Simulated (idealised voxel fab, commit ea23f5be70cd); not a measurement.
Name of the process module below: voxel air gaps
It is cross-section cut that appears here, measuring 245 nm in width, its square cells being 5 nm in size.
How to read a cross-section here: the picture is a grid of square cells, written as bands going from the top down, and any band can span one or more rows of cells. The band entry comprises the height of the band's top followed by the height of its bottom, expressed in nm, and subsequently the band's materials from left to right, each stated together with its width in nm. Where a single material is marked with the word "everywhere", that material fills the band from edge to edge. The word "blank" represents empty space. Heights are reckoned from 0. Under this level, the received wafer is all of one material. The bottommost band is open-ended downward, for example "0 and below". So if you see something like "30 to 40" for the width, read it as the top row of the band sitting at the first number and the bottom row at the second, with every row in between moving by the same amount as the last. "changes: none" means the step left every cell of the cross-section as it was. Listed in "Fully enclosed voids": every empty space of 8 or more cells without an open way to the top. Form: width x height at distance, the distance being from the left edge, all in nm. Formally, on a step line, whatever follows the settings is a remark that the simulator itself makes on the step. overlay nm: right-of-plan distance of the mask on a masked step; negative values mean left-of-plan.
-- The process steps that were planned are listed below
1: RECEIVE: material Si
2: CONFORMAL_DEP: material SiO2, thk nm 10
3: CONFORMAL_DEP: material SiN, thk nm 5
4: DIRECTIONAL_DEP: material SiO2, thk nm 35
5: PATTERN: tone open, mask id LINES, material resist, width nm 20, pitch nm 50, thk nm 20, overlay nm 0
6: DIRECTIONAL_ETCH: etch materials SiO2, depth nm 35
7: STRIP: etch materials resist
8: CONFORMAL_DEP: material TiN, thk nm 5
9: FILL_DEP: material W, thk nm 10
10: CMP: height nm 50
11: EPI: material Ru, thk nm 10
12: SELECTIVE_ETCH: etch materials SiO2, depth nm 45
13: CONFORMAL_DEP: material SiN, thk nm 5
-- Cross-section, incoming material, after step 1
0 and below | Si everywhere
Fully enclosed voids: none
-- Module complete, cross-section. Starting point and plan per above. One mistake made in running the module
65 down to 60 | SiN everywhere
60 down to 50 | Ru everywhere
50 down to 45 | 65 of TiN / 10 of W / 40 of TiN / 10 of W / 40 of TiN / 10 of W / 70 of TiN
45 down to 15 | 60 of SiO2 / 5 of TiN / 10 of W / 5 of TiN / 30 of SiO2 / 5 of TiN / 10 of W / 5 of TiN / 30 of SiO2 / 5 of TiN / 10 of W / 5 of TiN / 65 of SiO2
15 down to 10 | 60 of SiO2 / 20 of TiN / 30 of SiO2 / 20 of TiN / 30 of SiO2 / 20 of TiN / 65 of SiO2
10 down to 5 | SiN everywhere
5 down to 0 | SiO2 everywhere
0 and below | Si everywhere
Fully enclosed voids: none
Heads up, the wafer didn't run the way we planned it: the process deviated at step 2: the operation and settings actually run there were CONFORMAL_DEP: material SiO2, thk nm 5
